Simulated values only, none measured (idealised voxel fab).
You're looking at the process module voxel double patterning.
Pictured: cross-section cut, 190 nm wide, on a grid of 5 nm square cells.
We lay out every cross-section as a grid of square cells and spell it out in bands from the top down, where one band means one or more rows of cells.
It is stipulated that each band's entry specify, in nanometres, the height of the top of the band and then that of its bottom, followed by the materials of the band in left-to-right sequence, each together with its width in nanometres. A single material marked by the word "throughout" is understood to fill the band from edge to edge; the word "empty" is understood to denote empty space.
Heights are reckoned from 0. Under this level, the received wafer is all of one material. The bottommost band is open-ended downward, for example "0..down".
With a width like "30..40", each row of cells in the band differs from the next by the same amount, the top row carrying the first number and the bottom row the second.
Where the words "no modifications" appear for a step, the cross-section shows no cell changed by that step; every cell remained as before.
Entry "closed voids" = empty spaces >= 8 cells with no open way to the top; each as width x height at distance, distance from left edge, all nm.
Anything after a step's settings on that line? It's the simulator's own note about the step.
"overlay nm" answers the question of how far to the right of plan the mask lay on a step that has a mask, and when it is negative the answer is to the left.
So here's the lineup of process steps we planned
1. RECEIVE, material Si
2. CONFORMAL_DEP, material SiO2, thk nm 5
3. DIRECTIONAL_DEP, material TiN, thk nm 10
4. DIRECTIONAL_DEP, material SiN, thk nm 10
5. DIRECTIONAL_DEP, material aC, thk nm 15
6. PATTERN, tone open, mask id FIRST, material resist, width nm 15, pitch nm 50, thk nm 30, overlay nm 0
7. DIRECTIONAL_ETCH, etch materials aC, depth nm 15
8. STRIP, etch materials resist
9. DIRECTIONAL_ETCH, etch materials SiN, depth nm 10
10. STRIP, etch materials aC
11. DIRECTIONAL_DEP, material aC, thk nm 15
12. PATTERN, tone open, mask id SECOND, material resist, width nm 15, thk nm 30, overlay nm 0
13. DIRECTIONAL_ETCH, etch materials aC, depth nm 15
14. STRIP, etch materials resist
15. DIRECTIONAL_ETCH, etch materials SiN, depth nm 10
16. STRIP, etch materials aC
17. DIRECTIONAL_ETCH, etch materials TiN, depth nm 10
18. STRIP, etch materials SiN
Concerning the first of two wafers, which was run in accordance with the plan
Cross-section: wafer on arrival = after step 1
  0..down: Si throughout
  closed voids: none
Wafer after step 2 (cross-section)
  5..0: SiO2 throughout
  Below a height of 0, the structure has not been altered.
Wafer after step 3 (cross-section)
  15..5: TiN throughout
  Below a height of 5, the structure has not been altered.
Wafer after step 4 (cross-section)
  25..15: SiN throughout
  Below a height of 15, the structure has not been altered.
Wafer after step 5 (cross-section)
  40..25: aC throughout
  Below a height of 25, the structure has not been altered.
Wafer after step 6 (cross-section)
  70..40: resist=60 / empty=15 / resist=35 / empty=15 / resist=65
  Below a height of 40, the structure has not been altered.
Wafer after step 7 (cross-section)
  55..40: resist=60 / empty=15 / resist=35 / empty=15 / resist=65
  40..25: aC=60 / empty=15 / aC=35 / empty=15 / aC=65
  Below a height of 25, the structure has not been altered.
Wafer after step 8 (cross-section)
  40..25: aC=60 / empty=15 / aC=35 / empty=15 / aC=65
  Below a height of 25, the structure has not been altered.
Wafer after step 9 (cross-section)
  40..25: aC=60 / empty=15 / aC=35 / empty=15 / aC=65
  25..15: SiN=60 / empty=15 / SiN=35 / empty=15 / SiN=65
  Below a height of 15, the structure has not been altered.
Wafer after step 10 (cross-section)
  25..15: SiN=60 / empty=15 / SiN=35 / empty=15 / SiN=65
  Below a height of 15, the structure has not been altered.
Wafer after step 11 (cross-section)
  40..30: aC=60 / empty=15 / aC=35 / empty=15 / aC=65
  30..25: aC throughout
  25..15: SiN=60 / aC=15 / SiN=35 / aC=15 / SiN=65
  Below a height of 15, the structure has not been altered.
Wafer after step 12 (cross-section)
  70..40: resist=85 / empty=15 / resist=90
  40..30: aC=60 / resist=15 / aC=35 / resist=15 / aC=65
  Below a height of 30, the structure has not been altered.
Wafer after step 13 (cross-section)
  55..40: resist=85 / empty=15 / resist=90
  40..30: aC=60 / resist=15 / aC=10 / empty=15 / aC=10 / resist=15 / aC=65
  30..25: aC=85 / empty=15 / aC=90
  Below a height of 25, the structure has not been altered.
Wafer after step 14 (cross-section)
  40..30: aC=60 / empty=15 / aC=10 / empty=15 / aC=10 / empty=15 / aC=65
  Below a height of 30, the structure has not been altered.
Wafer after step 15 (cross-section)
  40..30: aC=60 / empty=15 / aC=10 / empty=15 / aC=10 / empty=15 / aC=65
  30..25: aC=85 / empty=15 / aC=90
  25..15: SiN=60 / aC=15 / SiN=10 / empty=15 / SiN=10 / aC=15 / SiN=65
  Below a height of 15, the structure has not been altered.
Wafer after step 16 (cross-section)
  25..15: SiN=60 / empty=15 / SiN=10 / empty=15 / SiN=10 / empty=15 / SiN=65
  Below a height of 15, the structure has not been altered.
Wafer after step 17 (cross-section)
  25..15: SiN=60 / empty=15 / SiN=10 / empty=15 / SiN=10 / empty=15 / SiN=65
  15..5: TiN=60 / empty=15 / TiN=10 / empty=15 / TiN=10 / empty=15 / TiN=65
  Below a height of 5, the structure has not been altered.
Wafer after step 18 (cross-section)
  15..5: TiN=60 / empty=15 / TiN=10 / empty=15 / TiN=10 / empty=15 / TiN=65
  Below a height of 5, the structure has not been altered.
Second Wafer (Identical Start and Plan, One Processing Error; Matches First Wafer Through Step 6)
Second wafer cross-section, taken as of the time the plan sets for step 7 to be done
  40..25: aC=60 / empty=15 / aC=35 / empty=15 / aC=65
  Below a height of 25, the structure has not been altered.
Second wafer cross-section, taken as of the time the plan sets for step 8 to be done: no modifications
Second wafer cross-section, taken as of the time the plan sets for step 9 to be done
  40..25: aC=60 / empty=15 / aC=35 / empty=15 / aC=65
  25..15: SiN=60 / empty=15 / SiN=35 / empty=15 / SiN=65
  Below a height of 15, the structure has not been altered.
Second wafer cross-section, taken as of the time the plan sets for step 10 to be done
  25..15: SiN=60 / empty=15 / SiN=35 / empty=15 / SiN=65
  Below a height of 15, the structure has not been altered.
Second wafer cross-section, taken as of the time the plan sets for step 11 to be done
  40..30: aC=60 / empty=15 / aC=35 / empty=15 / aC=65
  30..25: aC throughout
  25..15: SiN=60 / aC=15 / SiN=35 / aC=15 / SiN=65
  Below a height of 15, the structure has not been altered.
Second wafer cross-section, taken as of the time the plan sets for step 12 to be done
  70..40: resist=85 / empty=15 / resist=90
  40..30: aC=60 / resist=15 / aC=35 / resist=15 / aC=65
  Below a height of 30, the structure has not been altered.
Second wafer cross-section, taken as of the time the plan sets for step 13 to be done
  55..40: resist=85 / empty=15 / resist=90
  40..30: aC=60 / resist=15 / aC=10 / empty=15 / aC=10 / resist=15 / aC=65
  30..25: aC=85 / empty=15 / aC=90
  Below a height of 25, the structure has not been altered.
Second wafer cross-section, taken as of the time the plan sets for step 14 to be done
  40..30: aC=60 / empty=15 / aC=10 / empty=15 / aC=10 / empty=15 / aC=65
  Below a height of 30, the structure has not been altered.
Second wafer cross-section, taken as of the time the plan sets for step 15 to be done
  40..30: aC=60 / empty=15 / aC=10 / empty=15 / aC=10 / empty=15 / aC=65
  30..25: aC=85 / empty=15 / aC=90
  25..15: SiN=60 / aC=15 / SiN=10 / empty=15 / SiN=10 / aC=15 / SiN=65
  Below a height of 15, the structure has not been altered.
Second wafer cross-section, taken as of the time the plan sets for step 16 to be done
  25..15: SiN=60 / empty=15 / SiN=10 / empty=15 / SiN=10 / empty=15 / SiN=65
  Below a height of 15, the structure has not been altered.
Second wafer cross-section, taken as of the time the plan sets for step 17 to be done
  25..15: SiN=60 / empty=15 / SiN=10 / empty=15 / SiN=10 / empty=15 / SiN=65
  15..5: TiN=60 / empty=15 / TiN=10 / empty=15 / TiN=10 / empty=15 / TiN=65
  Below a height of 5, the structure has not been altered.
Second wafer cross-section, taken as of the time the plan sets for step 18 to be done
  15..5: TiN=60 / empty=15 / TiN=10 / empty=15 / TiN=10 / empty=15 / TiN=65
  Below a height of 5, the structure has not been altered.
What broke from the plan during processing? step 7 of the plan was twice carried out
It should be noted that the final cross-sections of the two wafers coincide, and the mistake therefore has no effect on the output of this model.
